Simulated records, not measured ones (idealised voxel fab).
Module name: voxel quadruple lines (process module)
FYI the section here is cut, 250 nm wide, cells are 5 nm squares.
A cross-section is a grid of square cells, given in bands from the top down. A band is one or more rows of cells. Look at the band entry: it leads with the top's height and the bottom's height in nm. Then it lists the materials left to right, with a width in nm for each. The word "edge to edge" on a single material says that material fills the band edge to edge. The word "empty" is empty space. A quick word on heights: they are counted from 0, and under that level the wafer as it came to us is one material throughout. The lowest band is different from the rest in having no bottom; it simply continues downward, written as in "0 -> down". Width: "30..40" (first number = top row, second number = bottom row, same change from row to row of cells). It should be understood that the words "no change occurred", when stated for a given step, signify that the cross-section underwent no change in any of its cells during that step. The entry titled "closed voids" provides the empty spaces that have no open way to the top, restricted to those of 8 cells or more. Each is presented as width x height at distance, the distance being measured from the left edge, with all three in nm. Read whatever lies past the settings on a step's line as the simulator's own remark about the step. A step line may carry the setting "overlay nm", which, for steps involving a mask, states the distance by which the mask lay to the right of its intended position; negative values denote displacement to the left.
### The process steps that were planned are listed below
1,RECEIVE (material Si)
2,CONFORMAL_DEP (material SiO2; thk nm 5)
3,DIRECTIONAL_DEP (material W; thk nm 10)
4,DIRECTIONAL_DEP (material polySi; thk nm 20)
5,DIRECTIONAL_DEP (material aC; thk nm 25)
6,PATTERN (tone cover; mask id MANDREL; material resist; width nm 30; pitch nm 80; thk nm 30; overlay nm 0)
7,DIRECTIONAL_ETCH (etch materials aC; depth nm 25)
8,STRIP (etch materials resist)
9,CONFORMAL_DEP (material SiO2; thk nm 10)
10,DIRECTIONAL_ETCH (etch materials SiO2; depth nm 10)
11,STRIP (etch materials aC)
12,DIRECTIONAL_ETCH (etch materials polySi; depth nm 20)
13,STRIP (etch materials SiO2)
14,CONFORMAL_DEP (material SiCN; thk nm 10)
15,DIRECTIONAL_ETCH (etch materials SiCN; depth nm 10)
16,STRIP (etch materials polySi)
17,DIRECTIONAL_ETCH (etch materials W; depth nm 10)
18,STRIP (etch materials SiCN)
19,FILL_DEP (material lowk; thk nm 5)
20,CMP (height nm 15)
### Cross-section of the incoming wafer, state after step 1
* 0 -> down: Si edge to edge
* closed voids: none
### Final wafer profile in cross-section after the module, from the same start and plan as above, with one mistake made during processing
* 15 -> 5: lowk: 60 | W: 10 | lowk: 10 | W: 10 | lowk: 10 | W: 10 | lowk: 10 | W: 10 | lowk: 10 | W: 10 | lowk: 10 | W: 10 | lowk: 10 | W: 10 | lowk: 10 | W: 10 | lowk: 40
* 5 -> 0: SiO2 edge to edge
* 0 -> down: Si edge to edge
* closed voids: none
What was the processing mistake? step 6 ran with different settings than intended, the actual operation and settings being PATTERN (tone cover; mask id MANDREL; material resist; width nm 30; pitch nm 80; thk nm 30; overlay nm 10)
